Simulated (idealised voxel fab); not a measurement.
A process module follows: voxel quadruple lines.
Square cells of 5 nm make up the cross-section cut, whose width is 205 nm.
Heads up, the way a cross-section reads in here is a grid of square cells, handed over as bands from the top down, with every band being one or more rows of cells. Basically the band line says how high the top is and how high the bottom is, in nm, and then what's in it from left to right, every material with its width in nm. Empty space shows up as "blank", and if a single material carries "full width" it runs the full band edge to edge. Heights are reckoned from 0. Under this level, the received wafer is all of one material. The bottommost band is open-ended downward, for example "0 down". Top row gets the first number, bottom row gets the second, and each row in between changes by the same step: that is how a band width like "30..40" works. Given "no alteration" for a step, no cell of the cross-section differs between before and after that step. "Closed internal voids" contains a list of empty spaces, each no smaller than 8 cells and without an open way to the top, written in the form width x height at distance with the distance from the left edge and all three in nm. Read whatever lies past the settings on a step's line as the simulator's own remark about the step. Each step line may optionally specify "overlay nm", which for a step with a mask gives the rightward distance between the mask's planned place and where it lay, a negative value indicating the leftward direction.

Steps in the process plan
- 1: op RECEIVE | material Si
- 2: op CONFORMAL_DEP | material Al2O3 | thk nm 5
- 3: op DIRECTIONAL_DEP | material W | thk nm 10
- 4: op DIRECTIONAL_DEP | material polySi | thk nm 20
- 5: op DIRECTIONAL_DEP | material aC | thk nm 20
- 6: op PATTERN | tone cover | mask id MANDREL | material resist | width nm 25 | thk nm 30 | overlay nm 0
- 7: op DIRECTIONAL_ETCH | etch materials aC | depth nm 20
- 8: op STRIP | etch materials resist
- 9: op CONFORMAL_DEP | material SiO2 | thk nm 15
- 10: op DIRECTIONAL_ETCH | etch materials SiO2 | depth nm 15
- 11: op STRIP | etch materials aC
- 12: op DIRECTIONAL_ETCH | etch materials polySi | depth nm 20
- 13: op STRIP | etch materials SiO2
- 14: op CONFORMAL_DEP | material SiN | thk nm 5
- 15: op DIRECTIONAL_ETCH | etch materials SiN | depth nm 5
- 16: op STRIP | etch materials polySi
- 17: op DIRECTIONAL_ETCH | etch materials W | depth nm 10
- 18: op STRIP | etch materials SiN

Incoming wafer in cross-section (state: after step 1)
* 0 down = Si full width
* Closed internal voids: none

The first of the two wafers as seen in cross-section once the module was finished; processing followed the plan
* 15 to 5 = blank 70, W 5, blank 15, W 5, blank 15, W 5, blank 15, W 5, blank 70
* 5 to 0 = Al2O3 full width
* 0 down = Si full width
* Closed internal voids: none

Cross-section of the latter of the two wafers at module completion. It had an identical start and an identical plan to the former; in running it, one mistake was made
* 15 to 5 = blank 85, W 5, blank 25, W 5, blank 85
* 5 to 0 = Al2O3 full width
* 0 down = Si full width
* Closed internal voids: none
Heads up, the wafer didn't run the way we planned it: step 6 went in with a setting other than planned; the actual run was op PATTERN | tone open | mask id MANDREL | material resist | width nm 25 | thk nm 30 | overlay nm 0
Bottom line after processing is that, in cells, the second wafer is up or down on some materials versus the first: W -4
